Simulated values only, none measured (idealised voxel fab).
The name of this process module is voxel self aligned vias.
It is cross-section cut that appears here, measuring 290 nm in width, its square cells being 5 nm in size.
Think of the cross-section as a grid of square cells. We describe it in bands, top to bottom, and each band covers one or more rows of those cells. What a band's entry tells you: where the top is and where the bottom is, as heights in nm, and after that what lies inside, material by material from left to right, each with its width in nm. Empty space is written as the word "blank", and a single material marked with the word "all across" occupies the band from edge to edge. Convention: height 0 is the level below which the wafer, as received, is all one material. The lowest band does not terminate at the bottom but continues downward, represented as "0 down". Graded width ("30..40"): value in top row of band = first number; value in bottom row = second number; row-to-row change constant. For the purposes of this document, the phrase "stayed the same" attached to a step denotes that no cell within the cross-section was modified by that step. Voids not open to the top, 8 cells minimum: see "Fully sealed cavities". Written width x height at distance; distance is from the left edge; nm. Past the settings on a step's line: simulator remark, on that step. A step's line can hold "overlay nm"; with a mask on that step, the setting says how far right of the planned place the mask lay, while a negative setting says it lay to the left.

PROCESS STEPS FORESEEN IN THE PLAN
1) RECEIVE, material Si
2) CONFORMAL_DEP, material SiO2, thk nm 15
3) CONFORMAL_DEP, material SiCN, thk nm 5
4) DIRECTIONAL_DEP, material SiO2, thk nm 20
5) MASKED_ETCH, tone open, mask id LINES, width nm 30, pitch nm 65, etch materials SiO2, depth nm 20, overlay nm 0
6) CONFORMAL_DEP, material TiN, thk nm 5
7) FILL_DEP, material Ru, thk nm 10
8) CMP, height nm 40
9) SELECTIVE_ETCH, etch materials W Ru TiN, depth nm 5
10) FILL_DEP, material SiN, thk nm 10
11) CMP, height nm 40
12) DIRECTIONAL_DEP, material SiO2, thk nm 15
13) DIRECTIONAL_DEP, material aC, thk nm 10
14) PATTERN, tone open, mask id VIAS, material resist, width nm 40, pitch nm 130, thk nm 30, overlay nm -15
15) DIRECTIONAL_ETCH, etch materials aC, depth nm 10
16) STRIP, etch materials resist
17) DIRECTIONAL_ETCH, etch materials SiO2, depth nm 15
18) DIRECTIONAL_ETCH, etch materials SiN, depth nm 5
19) STRIP, etch materials aC
20) CONFORMAL_DEP, material TiN, thk nm 5
21) FILL_DEP, material W, thk nm 10
22) CMP, height nm 55
23) CONFORMAL_DEP, material SiCN, thk nm 5
Heads up: all these wafers start the same, and what changes between them is the overlay nm in step 14. The value you see in the plan is just what the first wafer got.

CROSS-SECTION OF THE FIRST OF SEVERAL RECEIVED WAFERS, SHOWING ITS STATE AFTER STEP 1
    0 down: Si all across
    Fully sealed cavities: none

HERE IS THE CROSS-SECTION OF THE FIRST OF SEVERAL WAFERS AT THE END OF THE MODULE, AFTER ITS LAST STEP, STEP 23
    60 to 55: SiCN all across
    55 to 45: SiO2 45 nm | TiN 5 nm | W 30 nm | TiN 5 nm | SiO2 90 nm | TiN 5 nm | W 30 nm | TiN 5 nm | SiO2 75 nm
    45 to 40: SiO2 45 nm | TiN 25 nm | W 10 nm | TiN 5 nm | SiO2 90 nm | TiN 25 nm | W 10 nm | TiN 5 nm | SiO2 75 nm
    40 to 35: SiO2 65 nm | TiN 20 nm | SiN 10 nm | SiO2 35 nm | SiN 30 nm | SiO2 35 nm | TiN 20 nm | SiN 10 nm | SiO2 65 nm
    35 to 25: SiO2 65 nm | TiN 5 nm | Ru 20 nm | TiN 5 nm | SiO2 35 nm | TiN 5 nm | Ru 20 nm | TiN 5 nm | SiO2 35 nm | TiN 5 nm | Ru 20 nm | TiN 5 nm | SiO2 65 nm
    25 to 20: SiO2 65 nm | TiN 30 nm | SiO2 35 nm | TiN 30 nm | SiO2 35 nm | TiN 30 nm | SiO2 65 nm
    20 to 15: SiCN all across
    15 to 0: SiO2 all across
    0 down: Si all across
    Fully sealed cavities: none

X-SECTION, LAST WAFER, MODULE END
    60 to 55: SiCN all across
    55 to 45: SiO2 75 nm | TiN 5 nm | W 30 nm | TiN 5 nm | SiO2 90 nm | TiN 5 nm | W 30 nm | TiN 5 nm | SiO2 45 nm
    45 to 40: SiO2 75 nm | TiN 5 nm | W 10 nm | TiN 25 nm | SiO2 90 nm | TiN 5 nm | W 10 nm | TiN 25 nm | SiO2 45 nm
    40 to 35: SiO2 65 nm | SiN 10 nm | TiN 20 nm | SiO2 35 nm | SiN 30 nm | SiO2 35 nm | SiN 10 nm | TiN 20 nm | SiO2 65 nm
    35 to 25: SiO2 65 nm | TiN 5 nm | Ru 20 nm | TiN 5 nm | SiO2 35 nm | TiN 5 nm | Ru 20 nm | TiN 5 nm | SiO2 35 nm | TiN 5 nm | Ru 20 nm | TiN 5 nm | SiO2 65 nm
    25 to 20: SiO2 65 nm | TiN 30 nm | SiO2 35 nm | TiN 30 nm | SiO2 35 nm | TiN 30 nm | SiO2 65 nm
    20 to 15: SiCN all across
    15 to 0: SiO2 all across
    0 down: Si all across
    Fully sealed cavities: none

HEADS UP, THIS TABLE GOES WAFER BY WAFER. A ROW TELLS YOU, AT THE END OF THE MODULE, HOW MANY CELLS OF EACH MATERIAL THAT WAFER HAS PUT ON (+) OR DROPPED (-) SINCE IT WAS RECEIVED, AND THEN ITS CLOSED VOIDS
overlay nm -15; +24 Ru; +116 SiCN; +10 SiN; +460 SiO2; +58 TiN; +28 W; Fully sealed cavities: none
overlay nm -10; +24 Ru; +116 SiCN; +8 SiN; +460 SiO2; +58 TiN; +30 W; Fully sealed cavities: none
overlay nm -5; +24 Ru; +116 SiCN; +6 SiN; +460 SiO2; +58 TiN; +32 W; Fully sealed cavities: none
overlay nm 0; +24 Ru; +116 SiCN; +6 SiN; +460 SiO2; +58 TiN; +32 W; Fully sealed cavities: none
overlay nm 5; +24 Ru; +116 SiCN; +6 SiN; +460 SiO2; +58 TiN; +32 W; Fully sealed cavities: none
overlay nm 10; +24 Ru; +116 SiCN; +8 SiN; +460 SiO2; +58 TiN; +30 W; Fully sealed cavities: none
overlay nm 15; +24 Ru; +116 SiCN; +10 SiN; +460 SiO2; +58 TiN; +28 W; Fully sealed cavities: none
